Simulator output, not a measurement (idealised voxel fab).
Process module under the name voxel self aligned vias
Displayed cross-section: cut, width of 170 nm, square cells sized 5 nm.
A cross-section in this document is a grid of square cells, and it is written down as bands, the top band listed before the ones below it; a band is made up of one or more rows of cells. Look at the band entry: it leads with the top's height and the bottom's height in nm. Then it lists the materials left to right, with a width in nm for each. The word "everywhere" on a single material says that material fills the band edge to edge. The word "empty" is empty space. Heights are measured from 0, the level below which the as-received wafer is all one material; the lowest band has no bottom and continues downward, written as in "0 -> down". When a width is written as two numbers, as in "30 to 40", the first number is the width in the top row of cells of the band and the second is the width in its bottom row, and the width changes by the same amount from each row to the next. "nothing got changed" means the step left every cell of the cross-section as it was. Enclosed voids (no open way to top), threshold 8 cells or more, entry "Voids, sealed", notation width x height at distance, distance from left edge, nm. On each step's line, the part that comes after the settings is the simulator's own comment on the step. The setting "overlay nm" may be written on the line of a step. When the step uses a mask, the value reports how far to the right of the planned place the mask lay, and a negative value reports that it lay to the left.
## The steps planned for the process are as follows
1) op RECEIVE | material Si
2) op CONFORMAL_DEP | material SiO2 | thk nm 15
3) op CONFORMAL_DEP | material SiCN | thk nm 5
4) op DIRECTIONAL_DEP | material lowk | thk nm 20
5) op PATTERN | tone open | mask id LINES | material resist | width nm 20 | pitch nm 50 | thk nm 20 | overlay nm 0
6) op DIRECTIONAL_ETCH | etch materials lowk | depth nm 20
7) op STRIP | etch materials resist
8) op CONFORMAL_DEP | material TiN | thk nm 5
9) op FILL_DEP | material Ru | thk nm 5
10) op CMP | height nm 40
11) op SELECTIVE_ETCH | etch materials W Ru TiN | depth nm 5
12) op FILL_DEP | material SiN | thk nm 10
13) op CMP | height nm 40
14) op DIRECTIONAL_DEP | material lowk | thk nm 5
15) op MASKED_ETCH | tone open | mask id VIAS | width nm 30 | etch materials lowk | depth nm 15 | overlay nm 0
16) op MASKED_ETCH | tone open | mask id VIAS | width nm 30 | etch materials SiN | depth nm 5 | overlay nm 0
17) op CONFORMAL_DEP | material TiN | thk nm 5
18) op FILL_DEP | material Ru | thk nm 10
19) op CMP | height nm 55
20) op CONFORMAL_DEP | material SiN | thk nm 5
Split variable: thk nm, step 14. Plan value = first wafer. Wafers start alike.
## As-received state after step 1, first of several wafers, cross-section
* 0 -> down  Si everywhere
* Voids, sealed: none
## Per-wafer rows below. For each material: cells gained (+) or lost (-) since the wafer was received, as of end of module. Then: closed voids
thk nm 5 | +50 Ru | +34 SiCN | +38 SiN | +102 SiO2 | +56 TiN | +128 lowk | Voids, sealed: none
thk nm 10 | +20 Ru | +34 SiCN | +38 SiN | +102 SiO2 | +56 TiN | +158 lowk | Voids, sealed: none
thk nm 15 | +18 Ru | +34 SiCN | +38 SiN | +102 SiO2 | +28 TiN | +188 lowk | Voids, sealed: none
thk nm 20 | +12 Ru | +34 SiCN | +42 SiN | +102 SiO2 | +24 TiN | +194 lowk | Voids, sealed: none
thk nm 25 | +8 Ru | +34 SiCN | +42 SiN | +102 SiO2 | +22 TiN | +200 lowk | Voids, sealed: none
thk nm 30 | +8 Ru | +34 SiCN | +42 SiN | +102 SiO2 | +16 TiN | +206 lowk | Voids, sealed: none
